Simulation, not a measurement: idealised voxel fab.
process module | voxel transistor to metal
cross-section cut | 175 nm wide | cells 5 nm
A cross-section is a grid of square cells, given in bands from the top down. A band is one or more rows of cells.
Each band's line starts with the height of the band's top and of its bottom, in nm. Then come its materials from left to right, each with its width in nm. One material with "throughout" fills the band from edge to edge. "air" is empty space.
Height 0 is the level under which the wafer as received is all one material. The lowest band goes on downwards, as in "0 down".
A width such as "30 to 40" changes by the same amount from each row of cells to the next, from the band's top row to its bottom row.
"no change" after a step means that no cell of the cross-section changed.
closed voids: empty space of 8 cells or more with no open way to the top, each as width x height at its distance from the left edge, in nm
after a step's settings: what the simulator itself notes on the step
overlay nm, on a step with a mask: how far to the right of its planned place the mask lay; to the left if negative
plan
1 op RECEIVE | material Si
2 op CONFORMAL_DEP | material SiO2 | thk nm 5
3 op CONFORMAL_DEP | material SiN | thk nm 10
4 op PATTERN | tone cover | mask id ACTIVE | material resist | width nm 115 | thk nm 15 | overlay nm 0
5 op DIRECTIONAL_ETCH | etch materials SiN | depth nm 10
6 op DIRECTIONAL_ETCH | etch materials SiO2 | depth nm 5
7 op DIRECTIONAL_ETCH | etch materials Si | depth nm 30
8 op STRIP | etch materials resist
9 op FILL_DEP | material SiO2 | thk nm 10
10 op CMP | height nm 15
11 op SELECTIVE_ETCH | etch materials SiO2 | depth nm 5
12 op STRIP | etch materials SiN
13 op SELECTIVE_ETCH | etch materials SiO2 | depth nm 5
14 op OXIDIZE | depth nm 5
15 op DIRECTIONAL_DEP | material polySi | thk nm 25
16 op DIRECTIONAL_DEP | material SiCN | thk nm 10
17 op DIRECTIONAL_DEP | material aC | thk nm 15
18 op PATTERN | tone cover | mask id GATE | material resist | width nm 25 | thk nm 30 | overlay nm 0
19 op DIRECTIONAL_ETCH | etch materials aC | depth nm 15
20 op STRIP | etch materials resist
21 op DIRECTIONAL_ETCH | etch materials SiCN | depth nm 20
22 op DIRECTIONAL_ETCH | etch materials polySi | depth nm 35
23 op STRIP | etch materials aC
24 op CONFORMAL_DEP | material SiO2 | thk nm 5
25 op DIRECTIONAL_ETCH | etch materials SiO2 | depth nm 5
26 op CONFORMAL_DEP | material SiN | thk nm 10
27 op DIRECTIONAL_ETCH | etch materials SiN | depth nm 10
28 op DIRECTIONAL_ETCH | etch materials SiO2 | depth nm 5
29 op EPI | material SiGe | thk nm 5
30 op FILL_DEP | material SiO2 | thk nm 5
31 op CMP | height nm 25
32 op STRIP | etch materials polySi
33 op SELECTIVE_ETCH | etch materials SiO2 | depth nm 5
34 op CONFORMAL_DEP | material HfO2 | thk nm 5
35 op CONFORMAL_DEP | material TiN | thk nm 5
36 op FILL_DEP | material W | thk nm 5
37 op CMP | height nm 20
38 op DIRECTIONAL_DEP | material SiO2 | thk nm 15
39 op DIRECTIONAL_DEP | material aC | thk nm 10
40 op PATTERN | tone open | mask id CONTACT | material resist | width nm 15 | pitch nm 80 | thk nm 25 | overlay nm 0
41 op DIRECTIONAL_ETCH | etch materials aC | depth nm 10
42 op STRIP | etch materials resist
43 op DIRECTIONAL_ETCH | etch materials SiO2 | depth nm 35
44 op STRIP | etch materials aC
45 op CONFORMAL_DEP | material TiN | thk nm 5
46 op FILL_DEP | material Ru | thk nm 5
47 op CMP | height nm 35
48 op CONFORMAL_DEP | material SiN | thk nm 5
49 op DIRECTIONAL_DEP | material SiO2 | thk nm 15
50 op MASKED_ETCH | tone open | mask id METAL_1 | width nm 15 | pitch nm 80 | etch materials SiO2 | depth nm 15 | overlay nm 0
51 op MASKED_ETCH | tone open | mask id METAL_1 | width nm 15 | pitch nm 80 | etch materials SiN | depth nm 5 | overlay nm 0
52 op CONFORMAL_DEP | material TiN | thk nm 5
53 op FILL_DEP | material Cu | thk nm 10
54 op CMP | height nm 55
55 op EPI | material Ru | thk nm 5
56 op FILL_DEP | material SiCN | thk nm 5
57 op DIRECTIONAL_DEP | material SiO2 | thk nm 30
58 op MASKED_ETCH | tone open | mask id METAL_2 | width nm 15 | pitch nm 80 | etch materials SiO2 | depth nm 20 | overlay nm 0
59 op PATTERN | tone open | mask id METAL_2_HOLES | material resist | width nm 15 | pitch nm 80 | thk nm 20 | overlay nm 0
60 op DIRECTIONAL_ETCH | etch materials SiO2 | depth nm 10
61 op DIRECTIONAL_ETCH | etch materials SiCN | depth nm 5
62 op STRIP | etch materials resist
63 op CONFORMAL_DEP | material TiN | thk nm 5
64 op FILL_DEP | material Cu | thk nm 10
65 op CMP | height nm 95
66 op CONFORMAL_DEP | material SiCN | thk nm 5
as received, after step 1
  0 down: Si throughout
  closed voids: none
a wafer at the end: this start, this plan, one mistake
  100 to 95: SiCN throughout
  95 to 65: SiO2 40 | TiN 5 | Cu 5 | TiN 5 | SiO2 65 | TiN 5 | Cu 5 | TiN 5 | SiO2 40
  65 to 60: SiCN 40 | TiN 15 | SiCN 65 | TiN 15 | SiCN 40
  60 to 55: SiCN 35 | Ru 25 | SiCN 55 | Ru 25 | SiCN 35
  55 to 40: SiO2 40 | TiN 5 | Cu 5 | TiN 5 | SiO2 65 | TiN 5 | Cu 5 | TiN 5 | SiO2 40
  40 to 35: SiN 40 | TiN 15 | SiN 65 | TiN 15 | SiN 40
  35 to 25: SiO2 40 | TiN 5 | Ru 5 | TiN 5 | SiO2 65 | TiN 5 | Ru 5 | TiN 5 | SiO2 40
  25 to 20: SiO2 40 | TiN 15 | SiO2 65 | TiN 15 | SiO2 40
  20 to 5: HfO2 throughout
  5 to 0: SiO2 25 | HfO2 125 | SiO2 25
  0 to -5: SiO2 throughout
  -5 to -30: SiO2 30 | Si 115 | SiO2 30
  -30 down: Si throughout
  closed voids: none
what went wrong: step 15 ran as: op DIRECTIONAL_DEP | material HfO2 | thk nm 25
